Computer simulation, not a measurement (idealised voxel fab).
This section sets out a process module, namely voxel capacitor over wiring.
Displayed cross-section: cut, width of 265 nm, square cells sized 5 nm.
The cross-sections in this document take the form of a grid made of square cells. They are written out as bands, in order from top to bottom. Each band consists of one or more rows of cells.
Heights first: top, then bottom, in nm. Then materials, left to right, each with a width in nm. "edge to edge" on a single material: fills the band edge to edge. "empty": empty space.
Where do heights start? At 0: under that level the wafer as delivered is made of one material only. And the lowest band has no floor; it just carries on downward, as in "0 down".
The two numbers in a width such as "30..40" mark its ends across the band: the first belongs to the top row of cells, the second to the bottom row, and from each row to the next the width moves by the same amount.
"identical to before" after a step means that no cell of the cross-section changed.
"Enclosed void catalog" lists enclosed empty spaces (at least 8 cells, no open path upward to the top), each as width x height at distance from the left edge, in nm.
Whatever follows a step's settings on its line is a remark the simulator itself makes about that step.
Among the settings permitted on a step's line is "overlay nm"; applied to a step with a mask, it specifies the extent to which the mask lay to the right of its planned position, whereas a negative figure signifies a position to the left.
The planned process steps are enumerated hereunder
1) RECEIVE, material Si
2) CONFORMAL_DEP, material SiO2, thk nm 15
3) CONFORMAL_DEP, material SiCN, thk nm 5
4) DIRECTIONAL_DEP, material SiO2, thk nm 20
5) MASKED_ETCH, tone open, mask id METAL_1, width nm 30, pitch nm 90, etch materials SiO2, depth nm 20, overlay nm 0
6) MASKED_ETCH, tone open, mask id METAL_1, width nm 30, pitch nm 90, etch materials SiCN, depth nm 5, overlay nm 0
7) CONFORMAL_DEP, material TiN, thk nm 5
8) FILL_DEP, material Cu, thk nm 10
9) CMP, height nm 40
10) CONFORMAL_DEP, material SiCN, thk nm 5
11) DIRECTIONAL_DEP, material lowk, thk nm 15
12) PATTERN, tone open, mask id PLUG_1, material resist, width nm 15, thk nm 20, overlay nm 0
13) DIRECTIONAL_ETCH, etch materials lowk, depth nm 15
14) DIRECTIONAL_ETCH, etch materials SiCN, depth nm 5
15) STRIP, etch materials resist
16) EPI, material Ru, thk nm 10
17) EPI, material Ru, thk nm 10
18) DIRECTIONAL_DEP, material TiN, thk nm 5
19) DIRECTIONAL_DEP, material HfO2, thk nm 5
20) DIRECTIONAL_DEP, material TiN, thk nm 5
21) DIRECTIONAL_DEP, material aC, thk nm 15
22) PATTERN, tone cover, mask id UPPER_PLATE, material resist, width nm 65, thk nm 30, overlay nm 0
23) DIRECTIONAL_ETCH, etch materials aC, depth nm 15
24) STRIP, etch materials resist
25) DIRECTIONAL_ETCH, etch materials TiN, depth nm 5
26) DIRECTIONAL_ETCH, etch materials HfO2, depth nm 5
27) STRIP, etch materials aC
28) MASKED_ETCH, tone cover, mask id LOWER_PLATE, width nm 75, etch materials TiN, depth nm 5, overlay nm 0
29) FILL_DEP, material SiO2, thk nm 15
30) CMP, height nm 85
31) DIRECTIONAL_DEP, material aC, thk nm 15
32) PATTERN, tone open, mask id PLUG_2, material resist, width nm 15, thk nm 30, overlay nm 0
33) DIRECTIONAL_ETCH, etch materials aC, depth nm 15
34) STRIP, etch materials resist
35) DIRECTIONAL_ETCH, etch materials SiO2, depth nm 10
36) STRIP, etch materials aC
37) CONFORMAL_DEP, material TiN, thk nm 5
38) FILL_DEP, material Cu, thk nm 5
39) CMP, height nm 85
40) CONFORMAL_DEP, material SiCN, thk nm 5
As received, after step 1
> 0 down: Si edge to edge
> Enclosed void catalog: none
Same starting wafer, same plan as above, one mistake in the execution; this is the cross-section at the end of the module
> 90 to 85: SiCN edge to edge
> 85 to 80: SiO2 95, then TiN 5, then Cu 5, then TiN 5, then SiO2 155
> 80 to 70: SiO2 95..85, then TiN 15..65, then SiO2 155..115
> 70 to 65: SiO2 85, then HfO2 65, then SiO2 115
> 65 to 60: SiO2 80, then TiN 75, then SiO2 110
> 60 to 45: lowk 85, then Ru 15, then lowk 165
> 45 to 40: SiCN 85, then Ru 15, then SiCN 165
> 40 to 25: SiO2 70, then TiN 5, then Cu 20, then TiN 5, then SiO2 60, then TiN 5, then Cu 20, then TiN 5, then SiO2 75
> 25 to 20: SiO2 70, then TiN 5, then Cu 15, then TiN 10, then SiO2 60, then TiN 5, then Cu 15, then TiN 10, then SiO2 75
> 20 to 15: SiCN 70, then TiN 25, then SiCN 65, then TiN 25, then SiCN 80
> 15 to 0: SiO2 edge to edge
> 0 down: Si edge to edge
> Enclosed void catalog: none
Where did the run depart from the plan? note that step 6 departed from the planned setting and was carried out as MASKED_ETCH, tone open, mask id METAL_1, width nm 30, pitch nm 90, etch materials SiCN, depth nm 5, overlay nm -5
